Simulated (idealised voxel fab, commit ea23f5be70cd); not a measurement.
The process module that follows is named voxel self aligned vias.
cross-section cut | 180 nm wide | cells 5 nm
Think of the cross-section as a grid of square cells. We describe it in bands, top to bottom, and each band covers one or more rows of those cells.
Each band's line starts with the height of the band's top and of its bottom, in nm. Then come its materials from left to right, each with its width in nm. One material with "all across" fills the band from edge to edge. "blank" is empty space.
All heights in this document are referenced to 0, defined as the level beneath which the wafer, as received, consists entirely of one material. The lowest band is not bounded below; it extends indefinitely downward and is written in the form "0 -> down".
A width such as "30 to 40" changes by the same amount from each row of cells to the next, from the band's top row to its bottom row.
The cross-section has no changed cell in any step marked "nothing got changed".
Enclosed internal cavities: empty space of 8 cells or more with no open way to the top, each as width x height at its distance from the left edge, in nm
Where a step's line continues beyond its settings, the continuation is a remark by the simulator itself on that step.
"overlay nm" denotes, for a step that has a mask, the displacement of the mask to the right of its planned place, with negative values corresponding to the left.

### This section lists the process steps that were planned
step 1: op RECEIVE | material Si
step 2: op CONFORMAL_DEP | material SiO2 | thk nm 10
step 3: op CONFORMAL_DEP | material SiCN | thk nm 5
step 4: op DIRECTIONAL_DEP | material lowk | thk nm 25
step 5: op DIRECTIONAL_DEP | material aC | thk nm 15
step 6: op PATTERN | tone open | mask id LINES | material resist | width nm 30 | pitch nm 55 | thk nm 30 | overlay nm 0
step 7: op DIRECTIONAL_ETCH | etch materials aC | depth nm 15
step 8: op STRIP | etch materials resist
step 9: op DIRECTIONAL_ETCH | etch materials lowk | depth nm 25
step 10: op STRIP | etch materials aC
step 11: op CONFORMAL_DEP | material TiN | thk nm 5
step 12: op FILL_DEP | material Ru | thk nm 5
step 13: op CMP | height nm 40
step 14: op SELECTIVE_ETCH | etch materials W Ru TiN | depth nm 10
step 15: op FILL_DEP | material SiN | thk nm 5
step 16: op CMP | height nm 40
step 17: op DIRECTIONAL_DEP | material lowk | thk nm 20
step 18: op DIRECTIONAL_DEP | material aC | thk nm 10
step 19: op PATTERN | tone open | mask id VIAS | material resist | width nm 40 | pitch nm 55 | thk nm 30 | overlay nm 0
step 20: op DIRECTIONAL_ETCH | etch materials aC | depth nm 10
step 21: op STRIP | etch materials resist
step 22: op DIRECTIONAL_ETCH | etch materials lowk | depth nm 20
step 23: op DIRECTIONAL_ETCH | etch materials SiN | depth nm 10
step 24: op STRIP | etch materials aC
step 25: op CONFORMAL_DEP | material TiN | thk nm 5
step 26: op FILL_DEP | material Cu | thk nm 5
step 27: op CMP | height nm 60
step 28: op CONFORMAL_DEP | material SiCN | thk nm 5

### The first of the two wafers, which ran as planned

### as received, after step 1
- 0 -> down: Si all across
- Enclosed internal cavities: none

### So this is the wafer cross-section right after step 2
- 10 -> 0: SiO2 all across
- Under 0: no change, same as before.

### So this is the wafer cross-section right after step 3
- 15 -> 10: SiCN all across
- Under 10: no change, same as before.

### So this is the wafer cross-section right after step 4
- 40 -> 15: lowk all across
- Under 15: no change, same as before.

### So this is the wafer cross-section right after step 5
- 55 -> 40: aC all across
- Under 40: no change, same as before.

### So this is the wafer cross-section right after step 6
- 85 -> 55: resist (45); blank (30); resist (25); blank (30); resist (50)
- Under 55: no change, same as before.

### So this is the wafer cross-section right after step 7
- 70 -> 55: resist (45); blank (30); resist (25); blank (30); resist (50)
- 55 -> 40: aC (45); blank (30); aC (25); blank (30); aC (50)
- Under 40: no change, same as before.

### So this is the wafer cross-section right after step 8
- 55 -> 40: aC (45); blank (30); aC (25); blank (30); aC (50)
- Under 40: no change, same as before.

### So this is the wafer cross-section right after step 9
- 55 -> 40: aC (45); blank (30); aC (25); blank (30); aC (50)
- 40 -> 15: lowk (45); blank (30); lowk (25); blank (30); lowk (50)
- Under 15: no change, same as before.

### So this is the wafer cross-section right after step 10
- 40 -> 15: lowk (45); blank (30); lowk (25); blank (30); lowk (50)
- Under 15: no change, same as before.

### So this is the wafer cross-section right after step 11
- 45 -> 40: TiN (50); blank (20); TiN (35); blank (20); TiN (55)
- 40 -> 20: lowk (45); TiN (5); blank (20); TiN (5); lowk (25); TiN (5); blank (20); TiN (5); lowk (50)
- 20 -> 15: lowk (45); TiN (30); lowk (25); TiN (30); lowk (50)
- Under 15: no change, same as before.

### So this is the wafer cross-section right after step 12
- 50 -> 45: Ru all across
- 45 -> 40: TiN (50); Ru (20); TiN (35); Ru (20); TiN (55)
- 40 -> 20: lowk (45); TiN (5); Ru (20); TiN (5); lowk (25); TiN (5); Ru (20); TiN (5); lowk (50)
- Under 20: no change, same as before.

### So this is the wafer cross-section right after step 13
- 40 -> 20: lowk (45); TiN (5); Ru (20); TiN (5); lowk (25); TiN (5); Ru (20); TiN (5); lowk (50)
- Under 20: no change, same as before.

### So this is the wafer cross-section right after step 14
- 40 -> 30: lowk (45); blank (30); lowk (25); blank (30); lowk (50)
- Under 30: no change, same as before.

### So this is the wafer cross-section right after step 15
- 45 -> 40: SiN all across
- 40 -> 30: lowk (45); SiN (30); lowk (25); SiN (30); lowk (50)
- Under 30: no change, same as before.

### So this is the wafer cross-section right after step 16
- 40 -> 30: lowk (45); SiN (30); lowk (25); SiN (30); lowk (50)
- Under 30: no change, same as before.

### So this is the wafer cross-section right after step 17
- 60 -> 40: lowk all across
- Under 40: no change, same as before.

### So this is the wafer cross-section right after step 18
- 70 -> 60: aC all across
- Under 60: no change, same as before.

### So this is the wafer cross-section right after step 19
- 100 -> 70: resist (40); blank (40); resist (15); blank (40); resist (45)
- Under 70: no change, same as before.

### So this is the wafer cross-section right after step 20
- 90 -> 70: resist (40); blank (40); resist (15); blank (40); resist (45)
- 70 -> 60: aC (40); blank (40); aC (15); blank (40); aC (45)
- Under 60: no change, same as before.

### So this is the wafer cross-section right after step 21
- 70 -> 60: aC (40); blank (40); aC (15); blank (40); aC (45)
- Under 60: no change, same as before.

### So this is the wafer cross-section right after step 22
- 70 -> 60: aC (40); blank (40); aC (15); blank (40); aC (45)
- 60 -> 40: lowk (40); blank (40); lowk (15); blank (40); lowk (45)
- Under 40: no change, same as before.

### So this is the wafer cross-section right after step 23
- 70 -> 60: aC (40); blank (40); aC (15); blank (40); aC (45)
- 60 -> 40: lowk (40); blank (40); lowk (15); blank (40); lowk (45)
- 40 -> 30: lowk (45); blank (30); lowk (25); blank (30); lowk (50)
- Under 30: no change, same as before.

### So this is the wafer cross-section right after step 24
- 60 -> 40: lowk (40); blank (40); lowk (15); blank (40); lowk (45)
- Under 40: no change, same as before.

### So this is the wafer cross-section right after step 25
- 65 -> 60: TiN (45); blank (30); TiN (25); blank (30); TiN (50)
- 60 -> 45: lowk (40); TiN (5); blank (30); TiN (5); lowk (15); TiN (5); blank (30); TiN (5); lowk (45)
- 45 -> 35: lowk (40 to 45); TiN (10 to 5); blank (20); TiN (10 to 5); lowk (15 to 25); TiN (10 to 5); blank (20); TiN (10 to 5); lowk (45 to 50)
- 35 -> 30: lowk (45); TiN (30); lowk (25); TiN (30); lowk (50)
- Under 30: no change, same as before.

### So this is the wafer cross-section right after step 26
- 70 -> 65: Cu all across
- 65 -> 60: TiN (45); Cu (30); TiN (25); Cu (30); TiN (50)
- 60 -> 45: lowk (40); TiN (5); Cu (30); TiN (5); lowk (15); TiN (5); Cu (30); TiN (5); lowk (45)
- 45 -> 35: lowk (40 to 45); TiN (10 to 5); Cu (20); TiN (10 to 5); lowk (15 to 25); TiN (10 to 5); Cu (20); TiN (10 to 5); lowk (45 to 50)
- Under 35: no change, same as before.

### So this is the wafer cross-section right after step 27
- 60 -> 45: lowk (40); TiN (5); Cu (30); TiN (5); lowk (15); TiN (5); Cu (30); TiN (5); lowk (45)
- Under 45: no change, same as before.

### So this is the wafer cross-section right after step 28
- 65 -> 60: SiCN all across
- Under 60: no change, same as before.

### Second wafer - shared start and plan with the first - one error in running - same as the first up to step 1 inclusive

### when step 2 should have ended
- 10 -> 0: Ru all across
- Under 0: no change, same as before.

### when step 3 should have ended
- 15 -> 10: SiCN all across
- Under 10: no change, same as before.

### when step 4 should have ended
- 40 -> 15: lowk all across
- Under 15: no change, same as before.

### when step 5 should have ended
- 55 -> 40: aC all across
- Under 40: no change, same as before.

### when step 6 should have ended
- 85 -> 55: resist (45); blank (30); resist (25); blank (30); resist (50)
- Under 55: no change, same as before.

### when step 7 should have ended
- 70 -> 55: resist (45); blank (30); resist (25); blank (30); resist (50)
- 55 -> 40: aC (45); blank (30); aC (25); blank (30); aC (50)
- Under 40: no change, same as before.

### when step 8 should have ended
- 55 -> 40: aC (45); blank (30); aC (25); blank (30); aC (50)
- Under 40: no change, same as before.

### when step 9 should have ended
- 55 -> 40: aC (45); blank (30); aC (25); blank (30); aC (50)
- 40 -> 15: lowk (45); blank (30); lowk (25); blank (30); lowk (50)
- Under 15: no change, same as before.

### when step 10 should have ended
- 40 -> 15: lowk (45); blank (30); lowk (25); blank (30); lowk (50)
- Under 15: no change, same as before.

### when step 11 should have ended
- 45 -> 40: TiN (50); blank (20); TiN (35); blank (20); TiN (55)
- 40 -> 20: lowk (45); TiN (5); blank (20); TiN (5); lowk (25); TiN (5); blank (20); TiN (5); lowk (50)
- 20 -> 15: lowk (45); TiN (30); lowk (25); TiN (30); lowk (50)
- Under 15: no change, same as before.

### when step 12 should have ended
- 50 -> 45: Ru all across
- 45 -> 40: TiN (50); Ru (20); TiN (35); Ru (20); TiN (55)
- 40 -> 20: lowk (45); TiN (5); Ru (20); TiN (5); lowk (25); TiN (5); Ru (20); TiN (5); lowk (50)
- Under 20: no change, same as before.

### when step 13 should have ended
- 40 -> 20: lowk (45); TiN (5); Ru (20); TiN (5); lowk (25); TiN (5); Ru (20); TiN (5); lowk (50)
- Under 20: no change, same as before.

### when step 14 should have ended
- 40 -> 30: lowk (45); blank (30); lowk (25); blank (30); lowk (50)
- Under 30: no change, same as before.

### when step 15 should have ended
- 45 -> 40: SiN all across
- 40 -> 30: lowk (45); SiN (30); lowk (25); SiN (30); lowk (50)
- Under 30: no change, same as before.

### when step 16 should have ended
- 40 -> 30: lowk (45); SiN (30); lowk (25); SiN (30); lowk (50)
- Under 30: no change, same as before.

### when step 17 should have ended
- 60 -> 40: lowk all across
- Under 40: no change, same as before.

### when step 18 should have ended
- 70 -> 60: aC all across
- Under 60: no change, same as before.

### when step 19 should have ended
- 100 -> 70: resist (40); blank (40); resist (15); blank (40); resist (45)
- Under 70: no change, same as before.

### when step 20 should have ended
- 90 -> 70: resist (40); blank (40); resist (15); blank (40); resist (45)
- 70 -> 60: aC (40); blank (40); aC (15); blank (40); aC (45)
- Under 60: no change, same as before.

### when step 21 should have ended
- 70 -> 60: aC (40); blank (40); aC (15); blank (40); aC (45)
- Under 60: no change, same as before.

### when step 22 should have ended
- 70 -> 60: aC (40); blank (40); aC (15); blank (40); aC (45)
- 60 -> 40: lowk (40); blank (40); lowk (15); blank (40); lowk (45)
- Under 40: no change, same as before.

### when step 23 should have ended
- 70 -> 60: aC (40); blank (40); aC (15); blank (40); aC (45)
- 60 -> 40: lowk (40); blank (40); lowk (15); blank (40); lowk (45)
- 40 -> 30: lowk (45); blank (30); lowk (25); blank (30); lowk (50)
- Under 30: no change, same as before.

### when step 24 should have ended
- 60 -> 40: lowk (40); blank (40); lowk (15); blank (40); lowk (45)
- Under 40: no change, same as before.

### when step 25 should have ended
- 65 -> 60: TiN (45); blank (30); TiN (25); blank (30); TiN (50)
- 60 -> 45: lowk (40); TiN (5); blank (30); TiN (5); lowk (15); TiN (5); blank (30); TiN (5); lowk (45)
- 45 -> 35: lowk (40 to 45); TiN (10 to 5); blank (20); TiN (10 to 5); lowk (15 to 25); TiN (10 to 5); blank (20); TiN (10 to 5); lowk (45 to 50)
- 35 -> 30: lowk (45); TiN (30); lowk (25); TiN (30); lowk (50)
- Under 30: no change, same as before.

### when step 26 should have ended
- 70 -> 65: Cu all across
- 65 -> 60: TiN (45); Cu (30); TiN (25); Cu (30); TiN (50)
- 60 -> 45: lowk (40); TiN (5); Cu (30); TiN (5); lowk (15); TiN (5); Cu (30); TiN (5); lowk (45)
- 45 -> 35: lowk (40 to 45); TiN (10 to 5); Cu (20); TiN (10 to 5); lowk (15 to 25); TiN (10 to 5); Cu (20); TiN (10 to 5); lowk (45 to 50)
- Under 35: no change, same as before.

### when step 27 should have ended
- 60 -> 45: lowk (40); TiN (5); Cu (30); TiN (5); lowk (15); TiN (5); Cu (30); TiN (5); lowk (45)
- Under 45: no change, same as before.

### when step 28 should have ended
- 65 -> 60: SiCN all across
- Under 60: no change, same as before.
Run error: contrary to plan, step 2 was performed as op CONFORMAL_DEP | material Ru | thk nm 10
End check, counted in cells, second wafer has more or fewer of these materials than the first: Ru: 72 more; SiO2: 72 fewer
